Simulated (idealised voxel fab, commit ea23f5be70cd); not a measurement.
Process module in this document: voxel air gaps
Section shown: cut. Width: 230 nm. Cell size: 5 nm, square.
Format of a cross-section: grid, square cells. Given as bands. Order: top down. Band: one or more rows of cells.
Within each band entry, the heights of the top and of the bottom of the band appear first, in that order and in nm; the materials of the band then follow from left to right, each with its corresponding width in nm. The designation "edge to edge" on a single material indicates that it fills the band from edge to edge; the designation "blank" indicates empty space.
Below 0: as-received wafer, all one material; heights counted from there. Lowest band: no bottom, goes on down, written "top 0, no bottom".
The width entry "30->40" should be interpreted row by row: the top row of cells in the band takes the first number, the bottom row takes the second number, and the change between adjacent rows is uniform throughout.
Basically "no alteration" means that step didn't change any cell in the cross-section.
Each empty space that has no open way to the top and spans at least 8 cells appears under "Trapped cavities" as width x height at distance, the distance counted from the left edge, all in nm.
after a step's settings: what the simulator itself notes on the step
For masked steps, "overlay nm" on the step line gives how far right of plan the mask actually lay; a minus sign means it lay to the left.
## Below is the list of planned process steps
1 RECEIVE: material Si
2 CONFORMAL_DEP: material SiO2, thk nm 10
3 CONFORMAL_DEP: material SiN, thk nm 5
4 DIRECTIONAL_DEP: material lowk, thk nm 40
5 PATTERN: tone open, mask id LINES, material resist, width nm 20, pitch nm 45, thk nm 20, overlay nm 0
6 DIRECTIONAL_ETCH: etch materials lowk, depth nm 40
7 STRIP: etch materials resist
8 CONFORMAL_DEP: material TiN, thk nm 5
9 FILL_DEP: material Ru, thk nm 5
10 CMP: height nm 55
11 EPI: material Ru, thk nm 10
12 SELECTIVE_ETCH: etch materials lowk, depth nm 50
13 CONFORMAL_DEP: material SiCN, thk nm 5
## First of the two wafers, run per plan
## Cross-section, incoming material, after step 1
* top 0, no bottom  Si edge to edge
* Trapped cavities: none
## Once step 2 is through, the wafer looks like this in cross-section
* top 10, bottom 0  SiO2 edge to edge
* below 0: unchanged
## Once step 3 is through, the wafer looks like this in cross-section
* top 15, bottom 10  SiN edge to edge
* below 10: unchanged
## Once step 4 is through, the wafer looks like this in cross-section
* top 55, bottom 15  lowk edge to edge
* below 15: unchanged
## Once step 5 is through, the wafer looks like this in cross-section
* top 75, bottom 55  resist 35 nm  blank 20 nm  resist 25 nm  blank 20 nm  resist 25 nm  blank 20 nm  resist 25 nm  blank 20 nm  resist 40 nm
* below 55: unchanged
## Once step 6 is through, the wafer looks like this in cross-section
* top 75, bottom 55  resist 35 nm  blank 20 nm  resist 25 nm  blank 20 nm  resist 25 nm  blank 20 nm  resist 25 nm  blank 20 nm  resist 40 nm
* top 55, bottom 15  lowk 35 nm  blank 20 nm  lowk 25 nm  blank 20 nm  lowk 25 nm  blank 20 nm  lowk 25 nm  blank 20 nm  lowk 40 nm
* below 15: unchanged
## Once step 7 is through, the wafer looks like this in cross-section
* top 55, bottom 15  lowk 35 nm  blank 20 nm  lowk 25 nm  blank 20 nm  lowk 25 nm  blank 20 nm  lowk 25 nm  blank 20 nm  lowk 40 nm
* below 15: unchanged
## Once step 8 is through, the wafer looks like this in cross-section
* top 60, bottom 55  TiN 40 nm  blank 10 nm  TiN 35 nm  blank 10 nm  TiN 35 nm  blank 10 nm  TiN 35 nm  blank 10 nm  TiN 45 nm
* top 55, bottom 20  lowk 35 nm  TiN 5 nm  blank 10 nm  TiN 5 nm  lowk 25 nm  TiN 5 nm  blank 10 nm  TiN 5 nm  lowk 25 nm  TiN 5 nm  blank 10 nm  TiN 5 nm  lowk 25 nm  TiN 5 nm  blank 10 nm  TiN 5 nm  lowk 40 nm
* top 20, bottom 15  lowk 35 nm  TiN 20 nm  lowk 25 nm  TiN 20 nm  lowk 25 nm  TiN 20 nm  lowk 25 nm  TiN 20 nm  lowk 40 nm
* below 15: unchanged
## Once step 9 is through, the wafer looks like this in cross-section
* top 65, bottom 60  Ru edge to edge
* top 60, bottom 55  TiN 40 nm  Ru 10 nm  TiN 35 nm  Ru 10 nm  TiN 35 nm  Ru 10 nm  TiN 35 nm  Ru 10 nm  TiN 45 nm
* top 55, bottom 20  lowk 35 nm  TiN 5 nm  Ru 10 nm  TiN 5 nm  lowk 25 nm  TiN 5 nm  Ru 10 nm  TiN 5 nm  lowk 25 nm  TiN 5 nm  Ru 10 nm  TiN 5 nm  lowk 25 nm  TiN 5 nm  Ru 10 nm  TiN 5 nm  lowk 40 nm
* below 20: unchanged
## Once step 10 is through, the wafer looks like this in cross-section
* top 55, bottom 20  lowk 35 nm  TiN 5 nm  Ru 10 nm  TiN 5 nm  lowk 25 nm  TiN 5 nm  Ru 10 nm  TiN 5 nm  lowk 25 nm  TiN 5 nm  Ru 10 nm  TiN 5 nm  lowk 25 nm  TiN 5 nm  Ru 10 nm  TiN 5 nm  lowk 40 nm
* below 20: unchanged
## Once step 11 is through, the wafer looks like this in cross-section
* top 65, bottom 55  blank 25 nm  Ru 40 nm  blank 5 nm  Ru 40 nm  blank 5 nm  Ru 40 nm  blank 5 nm  Ru 40 nm  blank 30 nm
* below 55: unchanged
## Once step 12 is through, the wafer looks like this in cross-section
* top 65, bottom 55  blank 25 nm  Ru 40 nm  blank 5 nm  Ru 40 nm  blank 5 nm  Ru 40 nm  blank 5 nm  Ru 40 nm  blank 30 nm
* top 55, bottom 20  blank 35 nm  TiN 5 nm  Ru 10 nm  TiN 5 nm  blank 25 nm  TiN 5 nm  Ru 10 nm  TiN 5 nm  blank 25 nm  TiN 5 nm  Ru 10 nm  TiN 5 nm  blank 25 nm  TiN 5 nm  Ru 10 nm  TiN 5 nm  blank 40 nm
* top 20, bottom 15  blank 35 nm  TiN 20 nm  blank 25 nm  TiN 20 nm  blank 25 nm  TiN 20 nm  blank 25 nm  TiN 20 nm  blank 40 nm
* below 15: unchanged
## Once step 13 is through, the wafer looks like this in cross-section
* top 70, bottom 65  blank 20 nm  SiCN 185 nm  blank 25 nm
* top 65, bottom 55  blank 20 nm  SiCN 5 nm  Ru 40 nm  SiCN 5 nm  Ru 40 nm  SiCN 5 nm  Ru 40 nm  SiCN 5 nm  Ru 40 nm  SiCN 5 nm  blank 25 nm
* top 55, bottom 50  blank 20 nm  SiCN 15 nm  TiN 5 nm  Ru 10 nm  TiN 5 nm  SiCN 25 nm  TiN 5 nm  Ru 10 nm  TiN 5 nm  SiCN 25 nm  TiN 5 nm  Ru 10 nm  TiN 5 nm  SiCN 25 nm  TiN 5 nm  Ru 10 nm  TiN 5 nm  SiCN 15 nm  blank 25 nm
* top 50, bottom 20  blank 30 nm  SiCN 5 nm  TiN 5 nm  Ru 10 nm  TiN 5 nm  SiCN 5 nm  blank 15 nm  SiCN 5 nm  TiN 5 nm  Ru 10 nm  TiN 5 nm  SiCN 5 nm  blank 15 nm  SiCN 5 nm  TiN 5 nm  Ru 10 nm  TiN 5 nm  SiCN 5 nm  blank 15 nm  SiCN 5 nm  TiN 5 nm  Ru 10 nm  TiN 5 nm  SiCN 5 nm  blank 35 nm
* top 20, bottom 15  SiCN 35 nm  TiN 20 nm  SiCN 25 nm  TiN 20 nm  SiCN 25 nm  TiN 20 nm  SiCN 25 nm  TiN 20 nm  SiCN 40 nm
* below 15: unchanged
* Trapped cavities: 15 x 30 at 60; 15 x 30 at 105; 15 x 30 at 150
## Second of two: same start, same plan, one run error; steps up to and including 9 match the first
## Second wafer cross-section, taken as of the time the plan sets for step 10 to be done
* top 60, bottom 55  TiN 40 nm  Ru 10 nm  TiN 35 nm  Ru 10 nm  TiN 35 nm  Ru 10 nm  TiN 35 nm  Ru 10 nm  TiN 45 nm
* below 55: unchanged
## Second wafer cross-section, taken as of the time the plan sets for step 11 to be done
* top 70, bottom 60  Ru edge to edge
* below 60: unchanged
Second wafer cross-section, taken as of the time the plan sets for step 12 to be done: no alteration
## Second wafer cross-section, taken as of the time the plan sets for step 13 to be done
* top 75, bottom 70  SiCN edge to edge
* below 70: unchanged
So what did we get wrong on this run? step 10 off recipe, ran as CMP: height nm 60
The closing comparison, in cells, has the second wafer with more or fewer of some materials than the first: Ru: 36 more | SiCN: 100 fewer | TiN: 38 more | lowk: 240 more
So at the end we're looking at 3 closed voids on the first wafer and 0 on the second.
